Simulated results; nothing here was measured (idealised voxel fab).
process module | voxel self aligned contacts
cross-section cut | 205 nm wide | cells 5 nm
A cross-section is a grid of square cells, given in bands from the top down. A band is one or more rows of cells.
Each band's line starts with the height of the band's top and of its bottom, in nm. Then come its materials from left to right, each with its width in nm. One material with "throughout" fills the band from edge to edge. "air" is empty space.
Height 0 is the level under which the wafer as received is all one material. The lowest band goes on downwards, as in "0 down".
A width such as "30 to 40" changes by the same amount from each row of cells to the next, from the band's top row to its bottom row.
"no change" after a step means that no cell of the cross-section changed.
closed voids: empty space of 8 cells or more with no open way to the top, each as width x height at its distance from the left edge, in nm
after a step's settings: what the simulator itself notes on the step
overlay nm, on a step with a mask: how far to the right of its planned place the mask lay; to the left if negative
plan
1 op RECEIVE | material Si
2 op OXIDIZE | depth nm 5
3 op DIRECTIONAL_DEP | material polySi | thk nm 20
4 op DIRECTIONAL_DEP | material SiN | thk nm 25
5 op MASKED_ETCH | tone cover | mask id GATE | width nm 30 | pitch nm 65 | etch materials SiN | depth nm 25 | overlay nm 0
6 op MASKED_ETCH | tone cover | mask id GATE | width nm 30 | pitch nm 65 | etch materials polySi | depth nm 20 | overlay nm 0
7 op CONFORMAL_DEP | material SiN | thk nm 10
8 op DIRECTIONAL_ETCH | etch materials SiN | depth nm 10
9 op FILL_DEP | material SiO2 | thk nm 20
10 op CMP | height nm 55
11 op DIRECTIONAL_DEP | material aC | thk nm 15
12 op PATTERN | tone open | mask id CONTACT | material resist | width nm 45 | thk nm 30 | overlay nm 0
13 op DIRECTIONAL_ETCH | etch materials aC | depth nm 15
14 op STRIP | etch materials resist
15 op DIRECTIONAL_ETCH | etch materials SiO2 | depth nm 60
16 op STRIP | etch materials aC
17 op CONFORMAL_DEP | material TiN | thk nm 5
18 op FILL_DEP | material Ru | thk nm 5
19 op CMP | height nm 55
20 op CONFORMAL_DEP | material SiCN | thk nm 5
as received, after step 1
  0 down: Si throughout
  closed voids: none
a wafer at the end: this start, this plan, one mistake
  60 to 55: SiCN throughout
  55 to 50: SiO2 45 | SiN 50 | TiN 5 | Ru 5 | TiN 5 | SiN 50 | SiO2 45
  50 to 45: SiO2 45 | SiN 50 | TiN 15 | SiN 50 | SiO2 45
  45 to 20: SiN throughout
  20 to 0: polySi throughout
  0 to -5: SiO2 throughout
  -5 down: Si throughout
  closed voids: none
what went wrong: step 4 was run twice
